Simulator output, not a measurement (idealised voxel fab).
This is a process module. Its name is voxel wiring stack.
Square cell edge 5 nm, section width 175 nm, ID cut.
Reading order for cross-sections: top band down to bottom band. Underlying form: a grid of square cells. Band size: one or more rows of cells. Quick guide to a band line: top height, bottom height (nm) up front; then every material left to right with its width in nm. Only one material and it's marked "throughout"? Then it fills the band edge to edge. And "air" just means empty space. We count height from 0. Below that, the starting wafer is all one material. The lowest band never ends at the bottom but goes on down; see "0 -> down" for how that is written. You'd read "30->40" like this: the band's top row of cells is as wide as the first number, its bottom row is as wide as the second, and going down, every row changes width by the same amount as the row before did. Given "remained unchanged" for a step, no cell of the cross-section differs between before and after that step. In "Enclosed cavities" the enclosed voids are listed, meaning empty spaces of 8 cells or larger without any opening to the top. The form is width x height at distance, distance from the left edge, units nm. Step line, after settings: the simulator's comment on this step. A step's line can hold "overlay nm"; with a mask on that step, the setting says how far right of the planned place the mask lay, while a negative setting says it lay to the left.

-- Planned step list for the process
1. RECEIVE with material Si
2. CONFORMAL_DEP with material SiO2, thk nm 10
3. DIRECTIONAL_DEP with material TiN, thk nm 5
4. DIRECTIONAL_DEP with material W, thk nm 15
5. PATTERN with tone cover, mask id METAL_1, material resist, width nm 30, pitch nm 55, thk nm 15, overlay nm 0
6. DIRECTIONAL_ETCH with etch materials W, depth nm 15
7. DIRECTIONAL_ETCH with etch materials TiN, depth nm 5
8. STRIP with etch materials resist
9. FILL_DEP with material lowk, thk nm 5
10. CMP with height nm 30
11. CONFORMAL_DEP with material SiCN, thk nm 5
12. DIRECTIONAL_DEP with material SiO2, thk nm 35
13. PATTERN with tone open, mask id METAL_2, material resist, width nm 30, pitch nm 55, thk nm 20, overlay nm 0
14. DIRECTIONAL_ETCH with etch materials SiO2, depth nm 20
15. STRIP with etch materials resist
16. PATTERN with tone open, mask id METAL_2_HOLES, material resist, width nm 15, pitch nm 55, thk nm 20, overlay nm 0
17. DIRECTIONAL_ETCH with etch materials SiO2, depth nm 15
18. DIRECTIONAL_ETCH with etch materials SiCN, depth nm 5
19. STRIP with etch materials resist
20. CONFORMAL_DEP with material TiN, thk nm 5
21. FILL_DEP with material Cu, thk nm 5
22. CMP with height nm 70
23. CONFORMAL_DEP with material SiCN, thk nm 5

-- As-received state of the wafer in cross-section, equivalent to post-step 1
  0 -> down: Si throughout
  Enclosed cavities: none

-- first wafer at the end, as planned
  75 -> 70: SiCN throughout
  70 -> 55: SiO2 15, TiN 5, Cu 20, TiN 5, SiO2 25, TiN 5, Cu 20, TiN 5, SiO2 25, TiN 5, Cu 20, TiN 5, SiO2 20
  55 -> 50: SiO2 15, TiN 5, Cu 5, TiN 20, SiO2 25, TiN 5, Cu 5, TiN 20, SiO2 25, TiN 5, Cu 5, TiN 20, SiO2 20
  50 -> 35: SiO2 15, TiN 5, Cu 5, TiN 5, SiO2 40, TiN 5, Cu 5, TiN 5, SiO2 40, TiN 5, Cu 5, TiN 5, SiO2 35
  35 -> 30: SiCN 15, TiN 15, SiCN 40, TiN 15, SiCN 40, TiN 15, SiCN 35
  30 -> 15: lowk 15, W 30, lowk 25, W 30, lowk 25, W 30, lowk 20
  15 -> 10: lowk 15, TiN 30, lowk 25, TiN 30, lowk 25, TiN 30, lowk 20
  10 -> 0: SiO2 throughout
  0 -> down: Si throughout
  Enclosed cavities: none

-- Second wafer cross-section at end of module - shared start and plan with the first, one mistake in the run
  75 -> 70: SiCN throughout
  70 -> 60: Cu 25, TiN 5, SiO2 15, TiN 5, Cu 30, TiN 5, SiO2 15, TiN 5, Cu 30, TiN 5, SiO2 15, TiN 5, Cu 15
  60 -> 55: Cu 10, TiN 20, SiO2 15, TiN 5, Cu 15, TiN 20, SiO2 15, TiN 5, Cu 15, TiN 20, SiO2 15, TiN 5, Cu 15
  55 -> 50: TiN 15, SiO2 30, TiN 25, SiO2 30, TiN 25, SiO2 30, TiN 20
  50 -> 35: SiO2 throughout
  35 -> 30: SiCN throughout
  30 -> 15: lowk 15, W 30, lowk 25, W 30, lowk 25, W 30, lowk 20
  15 -> 10: lowk 15, TiN 30, lowk 25, TiN 30, lowk 25, TiN 30, lowk 20
  10 -> 0: SiO2 throughout
  0 -> down: Si throughout
  Enclosed cavities: none
Nonconformance to the process plan: step 13: run off-plan, actual operation and settings PATTERN with tone cover, mask id METAL_2, material resist, width nm 30, pitch nm 55, thk nm 20, overlay nm 0
Wafer comparison, final, in cells, second relative to first, materials more or fewer: Cu: 3 more, SiCN: 9 more, SiO2: 4 more, TiN: 16 fewer
